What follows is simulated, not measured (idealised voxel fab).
Documented hereafter: the process module known as voxel wiring stack.
Square cells of 5 nm make up the cross-section cut, whose width is 190 nm.
A cross-section in this document is a grid of square cells, and it is written down as bands, the top band listed before the ones below it; a band is made up of one or more rows of cells.
Quick guide to a band line: top height, bottom height (nm) up front; then every material left to right with its width in nm. Only one material and it's marked "throughout"? Then it fills the band edge to edge. And "air" just means empty space.
Heights are measured from 0, the level below which the as-received wafer is all one material; the lowest band has no bottom and continues downward, written as in "from 0 down".
Top row gets the first number, bottom row gets the second, and each row in between changes by the same step: that is how a band width like "30..40" works.
You'll sometimes find "all unchanged" written for a step, and that's the way of saying that nowhere in the cross-section did a cell change during that step.
So "Completely sealed voids" is basically the list of trapped voids: any empty space of 8 cells or more that can't reach the top through an opening. They're written width x height at distance, the distance being from the left edge, and it's all nm.
On each step's line, the part that comes after the settings is the simulator's own comment on the step.
When a step includes a mask, the "overlay nm" setting on its line states how far to the right of its planned place that mask lay, and negative values state how far to the left.

Set out below are the planned steps of the process
1 RECEIVE: material Si
2 CONFORMAL_DEP: material SiO2, thk nm 10
3 CONFORMAL_DEP: material SiN, thk nm 5
4 DIRECTIONAL_DEP: material lowk, thk nm 15
5 DIRECTIONAL_DEP: material aC, thk nm 10
6 PATTERN: tone open, mask id METAL_1, material resist, width nm 25, pitch nm 50, thk nm 30, overlay nm 0
7 DIRECTIONAL_ETCH: etch materials aC, depth nm 10
8 STRIP: etch materials resist
9 DIRECTIONAL_ETCH: etch materials lowk, depth nm 15
10 DIRECTIONAL_ETCH: etch materials SiN, depth nm 5
11 STRIP: etch materials aC
12 CONFORMAL_DEP: material TiN, thk nm 5
13 FILL_DEP: material Cu, thk nm 5
14 CMP: height nm 30
15 EPI: material Ru, thk nm 5
16 FILL_DEP: material SiCN, thk nm 5
17 DIRECTIONAL_DEP: material SiO2, thk nm 25
18 DIRECTIONAL_DEP: material aC, thk nm 15
19 PATTERN: tone open, mask id METAL_2, material resist, width nm 25, pitch nm 50, thk nm 30, overlay nm 0
20 DIRECTIONAL_ETCH: etch materials aC, depth nm 15
21 STRIP: etch materials resist
22 DIRECTIONAL_ETCH: etch materials SiO2, depth nm 15
23 STRIP: etch materials aC
24 MASKED_ETCH: tone open, mask id METAL_2_HOLES, width nm 15, etch materials SiO2, depth nm 10, overlay nm 0
25 MASKED_ETCH: tone open, mask id METAL_2_HOLES, width nm 15, etch materials SiCN, depth nm 5, overlay nm 0
26 CONFORMAL_DEP: material TiN, thk nm 5
27 FILL_DEP: material Cu, thk nm 5
28 CMP: height nm 65
29 CONFORMAL_DEP: material SiCN, thk nm 5

Cross-section of the wafer as it came to us, i.e., already through step 1
    from 0 down | Si throughout
    Completely sealed voids: none

Starting structure and process plan are as shown above, but one mistake was made in running the module; the wafer cross-section at the end of the module follows
    from 70 to 65 | SiCN throughout
    from 65 to 40 | TiN throughout
    from 40 to 35 | SiCN throughout
    from 35 to 30 | SiCN: 50; Ru: 35; SiCN: 15; Ru: 35; SiCN: 55
    from 30 to 15 | lowk: 55; TiN: 5; Cu: 15; TiN: 5; lowk: 25; TiN: 5; Cu: 15; TiN: 5; lowk: 60
    from 15 to 10 | SiN: 55; TiN: 25; SiN: 25; TiN: 25; SiN: 60
    from 10 to 0 | SiO2 throughout
    from 0 down | Si throughout
    Completely sealed voids: none
It is concluded that the wafer was processed incorrectly with respect to the plan, in that it should be noted that step 17 was executed with settings other than those planned, the operation and settings actually applied being DIRECTIONAL_DEP: material TiN, thk nm 25
